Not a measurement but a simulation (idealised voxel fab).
A process module follows: voxel spacer lines.
Cross-section cut spans 260 nm and uses square cells 5 nm in size.
A cross-section is written here as square cells arranged in a grid, and it is given in bands from the top down, each band taking up one or more rows of cells.
A band entry consists of two parts. The first gives the height of the band's top and the height of its bottom, in nm. The rest lists the band's materials from left to right, each with its width in nm. A single material labelled with the word "everywhere" fills the band from edge to edge, and the word "blank" marks empty space.
We count height from 0. Below that, the starting wafer is all one material. The lowest band never ends at the bottom but goes on down; see "0 down" for how that is written.
Quick explanation for "30->40": the width changes in equal steps down the rows of cells, from the first number in the band's top row to the second number in its bottom row.
"stayed the same" -> step changed no cross-section cell.
The list in "Trapped cavities" covers empty spaces of 8 cells or more that cannot reach the top through any open way, and it gives each as width x height at distance; the distance is from the left edge, and width, height and distance are in nm.
Past the settings on a step's line: simulator remark, on that step.
overlay nm: how far to the right of its planned place the mask lay on this masked step (negative: to the left).

Below is the list of planned process steps:
1,RECEIVE [material Si]
2,CONFORMAL_DEP [material Al2O3] [thk nm 5]
3,DIRECTIONAL_DEP [material SiN] [thk nm 15]
4,DIRECTIONAL_DEP [material aC] [thk nm 25]
5,PATTERN [tone cover] [mask id MANDREL] [material resist] [width nm 20] [pitch nm 60] [thk nm 35] [overlay nm 0]
6,DIRECTIONAL_ETCH [etch materials aC] [depth nm 25]
7,STRIP [etch materials resist]
8,CONFORMAL_DEP [material SiO2] [thk nm 10]
9,DIRECTIONAL_ETCH [etch materials SiO2] [depth nm 10]
10,STRIP [etch materials aC]
11,DIRECTIONAL_ETCH [etch materials SiN] [depth nm 15]
12,STRIP [etch materials SiO2]

The following pertains to the first of two wafers, which was processed as planned:

Cross-section of the wafer at receipt, which is the condition after step 1:
- 0 down  Si everywhere
- Trapped cavities: none

Cross-section of the wafer after step 2:
- 5 to 0  Al2O3 everywhere
- Note: structure below 0 unchanged.

Cross-section of the wafer after step 3:
- 20 to 5  SiN everywhere
- Note: structure below 5 unchanged.

Cross-section of the wafer after step 4:
- 45 to 20  aC everywhere
- Note: structure below 20 unchanged.

Cross-section of the wafer after step 5:
- 80 to 45  blank: 90, then resist: 20, then blank: 40, then resist: 20, then blank: 90
- Note: structure below 45 unchanged.

Cross-section of the wafer after step 6:
- 55 to 45  blank: 90, then resist: 20, then blank: 40, then resist: 20, then blank: 90
- 45 to 20  blank: 90, then aC: 20, then blank: 40, then aC: 20, then blank: 90
- Note: structure below 20 unchanged.

Cross-section of the wafer after step 7:
- 45 to 20  blank: 90, then aC: 20, then blank: 40, then aC: 20, then blank: 90
- Note: structure below 20 unchanged.

Cross-section of the wafer after step 8:
- 55 to 45  blank: 80, then SiO2: 40, then blank: 20, then SiO2: 40, then blank: 80
- 45 to 30  blank: 80, then SiO2: 10, then aC: 20, then SiO2: 10, then blank: 20, then SiO2: 10, then aC: 20, then SiO2: 10, then blank: 80
- 30 to 20  SiO2: 90, then aC: 20, then SiO2: 40, then aC: 20, then SiO2: 90
- Note: structure below 20 unchanged.

Cross-section of the wafer after step 9:
- 45 to 20  blank: 80, then SiO2: 10, then aC: 20, then SiO2: 10, then blank: 20, then SiO2: 10, then aC: 20, then SiO2: 10, then blank: 80
- Note: structure below 20 unchanged.

Cross-section of the wafer after step 10:
- 45 to 20  blank: 80, then SiO2: 10, then blank: 20, then SiO2: 10, then blank: 20, then SiO2: 10, then blank: 20, then SiO2: 10, then blank: 80
- Note: structure below 20 unchanged.

Cross-section of the wafer after step 11:
- 45 to 20  blank: 80, then SiO2: 10, then blank: 20, then SiO2: 10, then blank: 20, then SiO2: 10, then blank: 20, then SiO2: 10, then blank: 80
- 20 to 5  blank: 80, then SiN: 10, then blank: 20, then SiN: 10, then blank: 20, then SiN: 10, then blank: 20, then SiN: 10, then blank: 80
- Note: structure below 5 unchanged.

Cross-section of the wafer after step 12:
- 20 to 5  blank: 80, then SiN: 10, then blank: 20, then SiN: 10, then blank: 20, then SiN: 10, then blank: 20, then SiN: 10, then blank: 80
- Note: structure below 5 unchanged.

Second wafer: like start, like plan, one mistake. Through step 4 it matches the first wafer:

Second wafer profile in section, at the moment step 5 of the plan was meant to be complete:
- 80 to 45  blank: 80, then resist: 20, then blank: 40, then resist: 20, then blank: 100
- Note: structure below 45 unchanged.

Second wafer profile in section, at the moment step 6 of the plan was meant to be complete:
- 55 to 45  blank: 80, then resist: 20, then blank: 40, then resist: 20, then blank: 100
- 45 to 20  blank: 80, then aC: 20, then blank: 40, then aC: 20, then blank: 100
- Note: structure below 20 unchanged.

Second wafer profile in section, at the moment step 7 of the plan was meant to be complete:
- 45 to 20  blank: 80, then aC: 20, then blank: 40, then aC: 20, then blank: 100
- Note: structure below 20 unchanged.

Second wafer profile in section, at the moment step 8 of the plan was meant to be complete:
- 55 to 45  blank: 70, then SiO2: 40, then blank: 20, then SiO2: 40, then blank: 90
- 45 to 30  blank: 70, then SiO2: 10, then aC: 20, then SiO2: 10, then blank: 20, then SiO2: 10, then aC: 20, then SiO2: 10, then blank: 90
- 30 to 20  SiO2: 80, then aC: 20, then SiO2: 40, then aC: 20, then SiO2: 100
- Note: structure below 20 unchanged.

Second wafer profile in section, at the moment step 9 of the plan was meant to be complete:
- 45 to 20  blank: 70, then SiO2: 10, then aC: 20, then SiO2: 10, then blank: 20, then SiO2: 10, then aC: 20, then SiO2: 10, then blank: 90
- Note: structure below 20 unchanged.

Second wafer profile in section, at the moment step 10 of the plan was meant to be complete:
- 45 to 20  blank: 70, then SiO2: 10, then blank: 20, then SiO2: 10, then blank: 20, then SiO2: 10, then blank: 20, then SiO2: 10, then blank: 90
- Note: structure below 20 unchanged.

Second wafer profile in section, at the moment step 11 of the plan was meant to be complete:
- 45 to 20  blank: 70, then SiO2: 10, then blank: 20, then SiO2: 10, then blank: 20, then SiO2: 10, then blank: 20, then SiO2: 10, then blank: 90
- 20 to 5  blank: 70, then SiN: 10, then blank: 20, then SiN: 10, then blank: 20, then SiN: 10, then blank: 20, then SiN: 10, then blank: 90
- Note: structure below 5 unchanged.

Second wafer profile in section, at the moment step 12 of the plan was meant to be complete:
- 20 to 5  blank: 70, then SiN: 10, then blank: 20, then SiN: 10, then blank: 20, then SiN: 10, then blank: 20, then SiN: 10, then blank: 90
- Note: structure below 5 unchanged.
Nonconformance to the process plan: planned and actual differ for step 5; actual: PATTERN [tone cover] [mask id MANDREL] [material resist] [width nm 20] [pitch nm 60] [thk nm 35] [overlay nm -10]
By the end, you'd get the same cell count for each material on either wafer, but the second wafer puts them somewhere else.
